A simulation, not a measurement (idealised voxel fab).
process module | voxel self aligned vias
cross-section cut | 145 nm wide | cells 5 nm
A cross-section is a grid of square cells, given in bands from the top down. A band is one or more rows of cells.
Each band's line starts with the height of the band's top and of its bottom, in nm. Then come its materials from left to right, each with its width in nm. One material with "throughout" fills the band from edge to edge. "air" is empty space.
Height 0 is the level under which the wafer as received is all one material. The lowest band goes on downwards, as in "0 down".
A width such as "30 to 40" changes by the same amount from each row of cells to the next, from the band's top row to its bottom row.
"no change" after a step means that no cell of the cross-section changed.
closed voids: empty space of 8 cells or more with no open way to the top, each as width x height at its distance from the left edge, in nm
after a step's settings: what the simulator itself notes on the step
overlay nm, on a step with a mask: how far to the right of its planned place the mask lay; to the left if negative
plan
1 op RECEIVE | material Si
2 op CONFORMAL_DEP | material SiO2 | thk nm 10
3 op CONFORMAL_DEP | material SiCN | thk nm 5
4 op DIRECTIONAL_DEP | material SiO2 | thk nm 30
5 op DIRECTIONAL_DEP | material aC | thk nm 10
6 op PATTERN | tone open | mask id LINES | material resist | width nm 30 | pitch nm 65 | thk nm 25 | overlay nm 0
7 op DIRECTIONAL_ETCH | etch materials aC | depth nm 10
8 op STRIP | etch materials resist
9 op DIRECTIONAL_ETCH | etch materials SiO2 | depth nm 30
10 op STRIP | etch materials aC
11 op CONFORMAL_DEP | material TiN | thk nm 5
12 op FILL_DEP | material W | thk nm 5
13 op CMP | height nm 45
14 op SELECTIVE_ETCH | etch materials W Ru TiN | depth nm 10
15 op FILL_DEP | material SiN | thk nm 10
16 op CMP | height nm 45
17 op DIRECTIONAL_DEP | material SiO2 | thk nm 20
18 op MASKED_ETCH | tone open | mask id VIAS | width nm 50 | etch materials SiO2 | depth nm 20 | overlay nm 0
19 op MASKED_ETCH | tone open | mask id VIAS | width nm 50 | etch materials SiN | depth nm 10 | overlay nm 0
20 op CONFORMAL_DEP | material TiN | thk nm 5
21 op FILL_DEP | material Cu | thk nm 10
22 op CMP | height nm 65
23 op CONFORMAL_DEP | material SiCN | thk nm 5
as received, after step 1
  0 down: Si throughout
  closed voids: none
first wafer at the end, as planned
  70 to 65: SiCN throughout
  65 to 50: SiO2 15 | TiN 5 | Cu 40 | TiN 5 | SiO2 80
  50 to 45: SiO2 15 | TiN 15 | Cu 20 | TiN 15 | SiO2 80
  45 to 40: SiO2 25 | TiN 5 | Cu 20 | TiN 5 | SiO2 35 | SiN 30 | SiO2 25
  40 to 35: SiO2 25 | TiN 30 | SiO2 35 | SiN 30 | SiO2 25
  35 to 20: SiO2 25 | TiN 5 | W 20 | TiN 5 | SiO2 35 | TiN 5 | W 20 | TiN 5 | SiO2 25
  20 to 15: SiO2 25 | TiN 30 | SiO2 35 | TiN 30 | SiO2 25
  15 to 10: SiCN throughout
  10 to 0: SiO2 throughout
  0 down: Si throughout
  closed voids: none
second wafer at the end: like start, like plan, one mistake
  70 to 65: SiCN throughout
  65 to 45: SiO2 15 | TiN 5 | Cu 40 | TiN 5 | SiO2 80
  45 to 40: SiN 15 | TiN 15 | Cu 20 | TiN 15 | SiN 80
  40 to 35: SiO2 25 | TiN 30 | SiO2 35 | SiN 30 | SiO2 25
  35 to 15: SiO2 25 | TiN 5 | W 20 | TiN 5 | SiO2 35 | TiN 5 | W 20 | TiN 5 | SiO2 25
  15 to 10: SiO2 25 | TiN 30 | SiO2 35 | TiN 30 | SiO2 25
  10 to 5: SiCN throughout
  5 to 0: SiO2 throughout
  0 down: Si throughout
  closed voids: none
what went wrong: step 2 ran as: op CONFORMAL_DEP | material SiO2 | thk nm 5
at the end the second wafer has, in cells: 4 more of Cu | 13 more of SiN | 29 fewer of SiO2 | 4 more of TiN | 8 more of W
